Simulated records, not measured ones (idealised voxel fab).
Proc. module: voxel trench capacitor
Displayed cross-section: cut, width of 295 nm, square cells sized 5 nm.
The cross-sections in this document take the form of a grid made of square cells. They are written out as bands, in order from top to bottom. Each band consists of one or more rows of cells.
Band: top height; bottom height; in nm. Then, left to right: material with width in nm, for each material. "everywhere": a single material spanning edge to edge. "blank": empty space.
Heights are reckoned from 0. Under this level, the received wafer is all of one material. The bottommost band is open-ended downward, for example "0 -> down".
Width: "30->40" (first number = top row, second number = bottom row, same change from row to row of cells).
Reading "stayed the same" for a step: not a cell of the cross-section changed in it.
"Sealed-off cavities" means: voids of 8 cells or more that are shut off from the top with no open way through. Written width x height at distance, distance from the left edge, in nm.
Formally, on a step line, whatever follows the settings is a remark that the simulator itself makes on the step.
overlay nm: step with mask; distance mask lay right of planned place; negative value = left of planned place.
[So here's the lineup of process steps we planned]
1 RECEIVE with material Si
2 CONFORMAL_DEP with material SiN, thk nm 10
3 DIRECTIONAL_DEP with material aC, thk nm 10
4 PATTERN with tone open, mask id TRENCH, material resist, width nm 20, pitch nm 50, thk nm 30, overlay nm 0
5 DIRECTIONAL_ETCH with etch materials aC, depth nm 10
6 STRIP with etch materials resist
7 DIRECTIONAL_ETCH with etch materials SiN, depth nm 10
8 DIRECTIONAL_ETCH with etch materials Si, depth nm 35
9 STRIP with etch materials aC
10 CONFORMAL_DEP with material Al2O3, thk nm 5
11 FILL_DEP with material polySi, thk nm 5
12 CMP with height nm 10
[First out of two wafers; run went to plan]
[The cross-section here shows the wafer as received, i.e. in its state after step 1]
- 0 -> down = Si everywhere
- Sealed-off cavities: none
[Once step 2 is through, the wafer looks like this in cross-section]
- 10 -> 0 = SiN everywhere
- Under the height 0 nothing was changed.
[Once step 3 is through, the wafer looks like this in cross-section]
- 20 -> 10 = aC everywhere
- Under the height 10 nothing was changed.
[Once step 4 is through, the wafer looks like this in cross-section]
- 50 -> 20 = resist=60 / blank=20 / resist=30 / blank=20 / resist=30 / blank=20 / resist=30 / blank=20 / resist=65
- Under the height 20 nothing was changed.
[Once step 5 is through, the wafer looks like this in cross-section]
- 40 -> 20 = resist=60 / blank=20 / resist=30 / blank=20 / resist=30 / blank=20 / resist=30 / blank=20 / resist=65
- 20 -> 10 = aC=60 / blank=20 / aC=30 / blank=20 / aC=30 / blank=20 / aC=30 / blank=20 / aC=65
- Under the height 10 nothing was changed.
[Once step 6 is through, the wafer looks like this in cross-section]
- 20 -> 10 = aC=60 / blank=20 / aC=30 / blank=20 / aC=30 / blank=20 / aC=30 / blank=20 / aC=65
- Under the height 10 nothing was changed.
[Once step 7 is through, the wafer looks like this in cross-section]
- 20 -> 10 = aC=60 / blank=20 / aC=30 / blank=20 / aC=30 / blank=20 / aC=30 / blank=20 / aC=65
- 10 -> 0 = SiN=60 / blank=20 / SiN=30 / blank=20 / SiN=30 / blank=20 / SiN=30 / blank=20 / SiN=65
- Under the height 0 nothing was changed.
[Once step 8 is through, the wafer looks like this in cross-section]
- 20 -> 10 = aC=60 / blank=20 / aC=30 / blank=20 / aC=30 / blank=20 / aC=30 / blank=20 / aC=65
- 10 -> 0 = SiN=60 / blank=20 / SiN=30 / blank=20 / SiN=30 / blank=20 / SiN=30 / blank=20 / SiN=65
- 0 -> -35 = Si=60 / blank=20 / Si=30 / blank=20 / Si=30 / blank=20 / Si=30 / blank=20 / Si=65
- Under the height -35 nothing was changed.
[Once step 9 is through, the wafer looks like this in cross-section]
- 10 -> 0 = SiN=60 / blank=20 / SiN=30 / blank=20 / SiN=30 / blank=20 / SiN=30 / blank=20 / SiN=65
- Under the height 0 nothing was changed.
[Once step 10 is through, the wafer looks like this in cross-section]
- 15 -> 10 = Al2O3=65 / blank=10 / Al2O3=40 / blank=10 / Al2O3=40 / blank=10 / Al2O3=40 / blank=10 / Al2O3=70
- 10 -> 0 = SiN=60 / Al2O3=5 / blank=10 / Al2O3=5 / SiN=30 / Al2O3=5 / blank=10 / Al2O3=5 / SiN=30 / Al2O3=5 / blank=10 / Al2O3=5 / SiN=30 / Al2O3=5 / blank=10 / Al2O3=5 / SiN=65
- 0 -> -30 = Si=60 / Al2O3=5 / blank=10 / Al2O3=5 / Si=30 / Al2O3=5 / blank=10 / Al2O3=5 / Si=30 / Al2O3=5 / blank=10 / Al2O3=5 / Si=30 / Al2O3=5 / blank=10 / Al2O3=5 / Si=65
- -30 -> -35 = Si=60 / Al2O3=20 / Si=30 / Al2O3=20 / Si=30 / Al2O3=20 / Si=30 / Al2O3=20 / Si=65
- Under the height -35 nothing was changed.
[Once step 11 is through, the wafer looks like this in cross-section]
- 20 -> 15 = polySi everywhere
- 15 -> 10 = Al2O3=65 / polySi=10 / Al2O3=40 / polySi=10 / Al2O3=40 / polySi=10 / Al2O3=40 / polySi=10 / Al2O3=70
- 10 -> 0 = SiN=60 / Al2O3=5 / polySi=10 / Al2O3=5 / SiN=30 / Al2O3=5 / polySi=10 / Al2O3=5 / SiN=30 / Al2O3=5 / polySi=10 / Al2O3=5 / SiN=30 / Al2O3=5 / polySi=10 / Al2O3=5 / SiN=65
- 0 -> -30 = Si=60 / Al2O3=5 / polySi=10 / Al2O3=5 / Si=30 / Al2O3=5 / polySi=10 / Al2O3=5 / Si=30 / Al2O3=5 / polySi=10 / Al2O3=5 / Si=30 / Al2O3=5 / polySi=10 / Al2O3=5 / Si=65
- Under the height -30 nothing was changed.
[Once step 12 is through, the wafer looks like this in cross-section]
- 10 -> 0 = SiN=60 / Al2O3=5 / polySi=10 / Al2O3=5 / SiN=30 / Al2O3=5 / polySi=10 / Al2O3=5 / SiN=30 / Al2O3=5 / polySi=10 / Al2O3=5 / SiN=30 / Al2O3=5 / polySi=10 / Al2O3=5 / SiN=65
- Under the height 0 nothing was changed.
[second wafer: like start, like plan, one mistake. Through step 3 it matches the first wafer]
[Planned end of step 4: second wafer, cross-section]
- 50 -> 20 = blank=60 / resist=20 / blank=30 / resist=20 / blank=30 / resist=20 / blank=30 / resist=20 / blank=65
- Under the height 20 nothing was changed.
[Planned end of step 5: second wafer, cross-section]
- 40 -> 20 = blank=60 / resist=20 / blank=30 / resist=20 / blank=30 / resist=20 / blank=30 / resist=20 / blank=65
- 20 -> 10 = blank=60 / aC=20 / blank=30 / aC=20 / blank=30 / aC=20 / blank=30 / aC=20 / blank=65
- Under the height 10 nothing was changed.
[Planned end of step 6: second wafer, cross-section]
- 20 -> 10 = blank=60 / aC=20 / blank=30 / aC=20 / blank=30 / aC=20 / blank=30 / aC=20 / blank=65
- Under the height 10 nothing was changed.
[Planned end of step 7: second wafer, cross-section]
- 20 -> 10 = blank=60 / aC=20 / blank=30 / aC=20 / blank=30 / aC=20 / blank=30 / aC=20 / blank=65
- 10 -> 0 = blank=60 / SiN=20 / blank=30 / SiN=20 / blank=30 / SiN=20 / blank=30 / SiN=20 / blank=65
- Under the height 0 nothing was changed.
[Planned end of step 8: second wafer, cross-section]
- 20 -> 10 = blank=60 / aC=20 / blank=30 / aC=20 / blank=30 / aC=20 / blank=30 / aC=20 / blank=65
- 10 -> 0 = blank=60 / SiN=20 / blank=30 / SiN=20 / blank=30 / SiN=20 / blank=30 / SiN=20 / blank=65
- 0 -> -35 = blank=60 / Si=20 / blank=30 / Si=20 / blank=30 / Si=20 / blank=30 / Si=20 / blank=65
- Under the height -35 nothing was changed.
[Planned end of step 9: second wafer, cross-section]
- 10 -> 0 = blank=60 / SiN=20 / blank=30 / SiN=20 / blank=30 / SiN=20 / blank=30 / SiN=20 / blank=65
- Under the height 0 nothing was changed.
[Planned end of step 10: second wafer, cross-section]
- 15 -> 10 = blank=55 / Al2O3=30 / blank=20 / Al2O3=30 / blank=20 / Al2O3=30 / blank=20 / Al2O3=30 / blank=60
- 10 -> 0 = blank=55 / Al2O3=5 / SiN=20 / Al2O3=5 / blank=20 / Al2O3=5 / SiN=20 / Al2O3=5 / blank=20 / Al2O3=5 / SiN=20 / Al2O3=5 / blank=20 / Al2O3=5 / SiN=20 / Al2O3=5 / blank=60
- 0 -> -30 = blank=55 / Al2O3=5 / Si=20 / Al2O3=5 / blank=20 / Al2O3=5 / Si=20 / Al2O3=5 / blank=20 / Al2O3=5 / Si=20 / Al2O3=5 / blank=20 / Al2O3=5 / Si=20 / Al2O3=5 / blank=60
- -30 -> -35 = Al2O3=60 / Si=20 / Al2O3=30 / Si=20 / Al2O3=30 / Si=20 / Al2O3=30 / Si=20 / Al2O3=65
- Under the height -35 nothing was changed.
[Planned end of step 11: second wafer, cross-section]
- 20 -> 15 = polySi everywhere
- 15 -> 10 = polySi=55 / Al2O3=30 / polySi=20 / Al2O3=30 / polySi=20 / Al2O3=30 / polySi=20 / Al2O3=30 / polySi=60
- 10 -> 0 = polySi=55 / Al2O3=5 / SiN=20 / Al2O3=5 / polySi=20 / Al2O3=5 / SiN=20 / Al2O3=5 / polySi=20 / Al2O3=5 / SiN=20 / Al2O3=5 / polySi=20 / Al2O3=5 / SiN=20 / Al2O3=5 / polySi=60
- 0 -> -30 = polySi=55 / Al2O3=5 / Si=20 / Al2O3=5 / polySi=20 / Al2O3=5 / Si=20 / Al2O3=5 / polySi=20 / Al2O3=5 / Si=20 / Al2O3=5 / polySi=20 / Al2O3=5 / Si=20 / Al2O3=5 / polySi=60
- Under the height -30 nothing was changed.
[Planned end of step 12: second wafer, cross-section]
- 10 -> 0 = polySi=55 / Al2O3=5 / SiN=20 / Al2O3=5 / polySi=20 / Al2O3=5 / SiN=20 / Al2O3=5 / polySi=20 / Al2O3=5 / SiN=20 / Al2O3=5 / polySi=20 / Al2O3=5 / SiN=20 / Al2O3=5 / polySi=60
- Under the height 0 nothing was changed.
Plan not followed: step 4 did not use the planned setting and instead ran as PATTERN with tone cover, mask id TRENCH, material resist, width nm 20, pitch nm 50, thk nm 30, overlay nm 0
Wafer comparison, final, in cells, second relative to first, materials more or fewer: 27 more of Al2O3 | 189 fewer of Si | 54 fewer of SiN | 216 more of polySi
